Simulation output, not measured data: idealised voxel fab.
process module | voxel gate over fins
cross-section cut | 180 nm wide | cells 5 nm
A cross-section is a grid of square cells, given in bands from the top down. A band is one or more rows of cells.
Each band's line starts with the height of the band's top and of its bottom, in nm. Then come its materials from left to right, each with its width in nm. One material with "throughout" fills the band from edge to edge. "air" is empty space.
Height 0 is the level under which the wafer as received is all one material. The lowest band goes on downwards, as in "0 down".
A width such as "30 to 40" changes by the same amount from each row of cells to the next, from the band's top row to its bottom row.
"no change" after a step means that no cell of the cross-section changed.
closed voids: empty space of 8 cells or more with no open way to the top, each as width x height at its distance from the left edge, in nm
after a step's settings: what the simulator itself notes on the step
overlay nm, on a step with a mask: how far to the right of its planned place the mask lay; to the left if negative
plan
1 op RECEIVE | material Si
2 op CONFORMAL_DEP | material SiN | thk nm 5
3 op DIRECTIONAL_DEP | material aC | thk nm 15
4 op PATTERN | tone cover | mask id FINS | material resist | width nm 15 | pitch nm 40 | thk nm 35 | overlay nm 0
5 op DIRECTIONAL_ETCH | etch materials aC | depth nm 15
6 op STRIP | etch materials resist
7 op DIRECTIONAL_ETCH | etch materials SiN | depth nm 5
8 op DIRECTIONAL_ETCH | etch materials Si | depth nm 30
9 op STRIP | etch materials aC
10 op FILL_DEP | material SiO2 | thk nm 10
11 op CMP | height nm 5
12 op SELECTIVE_ETCH | etch materials SiO2 | depth nm 15
13 op STRIP | etch materials SiN
14 op CONFORMAL_DEP | material HfO2 | thk nm 5
15 op CONFORMAL_DEP | material TiN | thk nm 5
16 op FILL_DEP | material W | thk nm 10
17 op CMP | height nm 15
18 op CONFORMAL_DEP | material SiCN | thk nm 5
as received, after step 1
  0 down: Si throughout
  closed voids: none
a wafer at the end: this start, this plan, one mistake
  20 to 15: SiCN throughout
  15 to 5: W throughout
  5 to 0: W 15 | TiN 25 | W 15 | TiN 25 | W 15 | TiN 25 | W 15 | TiN 25 | W 20
  0 to -5: W 15 | TiN 5 | Si 15 | TiN 5 | W 15 | TiN 5 | Si 15 | TiN 5 | W 15 | TiN 5 | Si 15 | TiN 5 | W 15 | TiN 5 | Si 15 | TiN 5 | W 20
  -5 to -10: TiN 20 | Si 15 | TiN 25 | Si 15 | TiN 25 | Si 15 | TiN 25 | Si 15 | TiN 25
  -10 to -30: SiO2 20 | Si 15 | SiO2 25 | Si 15 | SiO2 25 | Si 15 | SiO2 25 | Si 15 | SiO2 25
  -30 down: Si throughout
  closed voids: none
what went wrong: step 14 was left out
